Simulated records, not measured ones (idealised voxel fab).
A process module follows: voxel capacitor over wiring.
The width of the displayed cross-section, cut, is 150 nm; its cells are square, with a size of 5 nm.
In what follows, cross-sections appear as grids of square cells, described through bands that run from the top down, where every band is one or more rows of cells.
It is stipulated that each band's entry specify, in nanometres, the height of the top of the band and then that of its bottom, followed by the materials of the band in left-to-right sequence, each together with its width in nanometres. A single material marked by the word "all across" is understood to fill the band from edge to edge; the word "empty" is understood to denote empty space.
Note: height 0 marks the level under which the wafer is uniformly one material as received. Lowest band unbounded below, written "from 0 down".
Quick explanation for "30->40": the width changes in equal steps down the rows of cells, from the first number in the band's top row to the second number in its bottom row.
For the purposes of this document, the phrase "no modifications" attached to a step denotes that no cell within the cross-section was modified by that step.
Closed-off voids of 8+ cells (no open route to the top) go in "Closed void roster", written width x height at distance from the left edge, in nm.
It should be noted that, on the line of a given step, the content following the step's settings is a remark produced by the simulator itself with respect to that step.
A step line may carry the setting "overlay nm", which, for steps involving a mask, states the distance by which the mask lay to the right of its intended position; negative values denote displacement to the left.
Steps planned for the process
step 1: RECEIVE: material Si
step 2: CONFORMAL_DEP: material SiO2, thk nm 15
step 3: DIRECTIONAL_DEP: material TiN, thk nm 5
step 4: DIRECTIONAL_DEP: material Ru, thk nm 15
step 5: MASKED_ETCH: tone cover, mask id METAL_1, width nm 20, pitch nm 75, etch materials Ru, depth nm 15, overlay nm 0
step 6: MASKED_ETCH: tone cover, mask id METAL_1, width nm 20, pitch nm 75, etch materials TiN, depth nm 5, overlay nm 0
step 7: FILL_DEP: material lowk, thk nm 5
step 8: CMP: height nm 35
step 9: CONFORMAL_DEP: material SiCN, thk nm 5
step 10: DIRECTIONAL_DEP: material SiO2, thk nm 10
step 11: DIRECTIONAL_DEP: material aC, thk nm 10
step 12: PATTERN: tone open, mask id PLUG_1, material resist, width nm 15, thk nm 30, overlay nm 0
step 13: DIRECTIONAL_ETCH: etch materials aC, depth nm 10
step 14: STRIP: etch materials resist
step 15: DIRECTIONAL_ETCH: etch materials SiO2, depth nm 10
step 16: DIRECTIONAL_ETCH: etch materials SiCN, depth nm 5
step 17: STRIP: etch materials aC
step 18: EPI: material Ru, thk nm 10
step 19: EPI: material Ru, thk nm 5
step 20: DIRECTIONAL_DEP: material TiN, thk nm 10
step 21: DIRECTIONAL_DEP: material Al2O3, thk nm 5
step 22: DIRECTIONAL_DEP: material TiN, thk nm 5
step 23: DIRECTIONAL_DEP: material aC, thk nm 10
step 24: PATTERN: tone cover, mask id UPPER_PLATE, material resist, width nm 60, thk nm 25, overlay nm 0
step 25: DIRECTIONAL_ETCH: etch materials aC, depth nm 10
step 26: STRIP: etch materials resist
step 27: DIRECTIONAL_ETCH: etch materials TiN, depth nm 5
step 28: DIRECTIONAL_ETCH: etch materials Al2O3, depth nm 5
step 29: STRIP: etch materials aC
step 30: DIRECTIONAL_DEP: material aC, thk nm 15
step 31: PATTERN: tone cover, mask id LOWER_PLATE, material resist, width nm 70, thk nm 30, overlay nm 0
step 32: DIRECTIONAL_ETCH: etch materials aC, depth nm 15
step 33: STRIP: etch materials resist
step 34: DIRECTIONAL_ETCH: etch materials TiN, depth nm 10
step 35: STRIP: etch materials aC
step 36: FILL_DEP: material SiO2, thk nm 20
step 37: CMP: height nm 85
step 38: MASKED_ETCH: tone open, mask id PLUG_2, width nm 15, etch materials SiO2, depth nm 15, overlay nm 0
step 39: CONFORMAL_DEP: material TiN, thk nm 5
step 40: FILL_DEP: material W, thk nm 10
step 41: CMP: height nm 85
step 42: CONFORMAL_DEP: material SiN, thk nm 5
As received (post step 1): cross-section
* from 0 down  Si all across
* Closed void roster: none
Post-module cross-section of the first of two wafers (run per plan)
* from 90 to 85  SiN all across
* from 85 to 75  40 of SiO2, 5 of TiN, 5 of W, 5 of TiN, 95 of SiO2
* from 75 to 65  40->30 of SiO2, 15->60 of TiN, 95->60 of SiO2
* from 65 to 60  30 of SiO2, 60 of Al2O3, 60 of SiO2
* from 60 to 50  25 of SiO2, 70 of TiN, 55 of SiO2
* from 50 to 40  30 of SiO2, 15 of Ru, 105 of SiO2
* from 40 to 35  30 of SiCN, 15 of Ru, 105 of SiCN
* from 35 to 20  25 of lowk, 20 of Ru, 55 of lowk, 20 of Ru, 30 of lowk
* from 20 to 15  25 of lowk, 20 of TiN, 55 of lowk, 20 of TiN, 30 of lowk
* from 15 to 0  SiO2 all across
* from 0 down  Si all across
* Closed void roster: none
Presented here is a cross-section of the second of the two wafers as it stood at the end of the module. It was started in the same manner and assigned the same plan as the first wafer; however, one mistake was made in its execution
* from 90 to 85  SiN all across
* from 85 to 75  40 of SiO2, 5 of TiN, 5 of W, 5 of TiN, 95 of SiO2
* from 75 to 70  40 of SiO2, 15 of TiN, 95 of SiO2
* from 70 to 65  SiO2 all across
* from 65 to 60  30 of SiO2, 60 of Al2O3, 60 of SiO2
* from 60 to 50  25 of SiO2, 70 of TiN, 55 of SiO2
* from 50 to 40  30 of SiO2, 15 of Ru, 105 of SiO2
* from 40 to 35  30 of SiCN, 15 of Ru, 105 of SiCN
* from 35 to 20  25 of lowk, 20 of Ru, 55 of lowk, 20 of Ru, 30 of lowk
* from 20 to 15  25 of lowk, 20 of TiN, 55 of lowk, 20 of TiN, 30 of lowk
* from 15 to 0  SiO2 all across
* from 0 down  Si all across
* Closed void roster: none
Nonconformance to the process plan: step 22 in the plan did not get run; it was skipped
Looking at both finished wafers in cells, the second ends up ahead of or behind the first on some materials: SiO2 +12, TiN -12
